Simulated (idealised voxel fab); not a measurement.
The following process module bears the name voxel ribs on slabs.
For reference, the cross-section in this document is cut, with width 250 nm and square cells of 5 nm.
Bands, listed from the top down, are how a cross-section gets written in this document; the cross-section itself is a grid of square cells, and a band is one or more rows of them.
Read a band's entry like this: the first values are the height of its top and the height of its bottom in nm, and what follows is the sequence of materials from left to right, each with its width in nm. Note that "empty" is empty space, and that a single material marked "everywhere" reaches across the band from edge to edge.
Height reference: 0 = level under which incoming wafer is all one material. Lowest band: no bottom, runs on downward, e.g. "0 -> down".
A two-number width, for instance "30->40", indicates that the width is equal to the first number in the top row of the band and to the second number in the bottom row, and that it changes by a constant amount per row of cells.
It should be understood that the words "remained unchanged", when stated for a given step, signify that the cross-section underwent no change in any of its cells during that step.
Closed empty spaces (no open way to the top) of 8 cells or more are what "Unvented internal voids" lists, each as width x height at distance from the left edge, nm for all three.
Note: text after step settings on the step line = simulator remark on that step.
"overlay nm", when on a step's line for a step with a mask, measures how far to the right of its planned place the mask lay; a negative measure means to the left.
### This section lists the process steps that were planned
1 RECEIVE (material Si)
2 DIRECTIONAL_DEP (material SiO2; thk nm 25)
3 DIRECTIONAL_DEP (material polySi; thk nm 15)
4 DIRECTIONAL_DEP (material aC; thk nm 15)
5 PATTERN (tone cover; mask id RIB; material resist; width nm 20; thk nm 35; overlay nm 0)
6 DIRECTIONAL_ETCH (etch materials aC; depth nm 15)
7 STRIP (etch materials resist)
8 DIRECTIONAL_ETCH (etch materials polySi; depth nm 10)
9 STRIP (etch materials aC)
10 PATTERN (tone cover; mask id SLAB; material resist; width nm 50; thk nm 15; overlay nm 0)
11 DIRECTIONAL_ETCH (etch materials polySi; depth nm 5)
12 STRIP (etch materials resist)
13 FILL_DEP (material SiO2; thk nm 30)
14 CMP (height nm 60)
15 DIRECTIONAL_DEP (material W; thk nm 5)
16 PATTERN (tone cover; mask id HEATER; material resist; width nm 30; thk nm 20; overlay nm 0)
17 DIRECTIONAL_ETCH (etch materials W; depth nm 5)
18 STRIP (etch materials resist)
19 CONFORMAL_DEP (material SiN; thk nm 5)
### Cross-section, incoming material, after step 1
    0 -> down | Si everywhere
    Unvented internal voids: none
### Post-module cross-section of the first of two wafers (run per plan)
    70 -> 65 | empty=105, SiN=40, empty=105
    65 -> 60 | SiN=110, W=30, SiN=110
    60 -> 40 | SiO2 everywhere
    40 -> 30 | SiO2=115, polySi=20, SiO2=115
    30 -> 25 | SiO2=100, polySi=50, SiO2=100
    25 -> 0 | SiO2 everywhere
    0 -> down | Si everywhere
    Unvented internal voids: none
### Second wafer cross-section at end of module - shared start and plan with the first, one mistake in the run
    70 -> 65 | empty=105, SiN=40, empty=105
    65 -> 60 | SiN=110, W=30, SiN=110
    60 -> 40 | SiO2 everywhere
    40 -> 30 | SiO2=120, polySi=20, SiO2=110
    30 -> 25 | SiO2=100, polySi=50, SiO2=100
    25 -> 0 | SiO2 everywhere
    0 -> down | Si everywhere
    Unvented internal voids: none
Here's what went sideways: step 5 deviated from plan and actually ran as PATTERN (tone cover; mask id RIB; material resist; width nm 20; thk nm 35; overlay nm 5)
End check, second vs first wafer: material counts in cells match, positions do not.
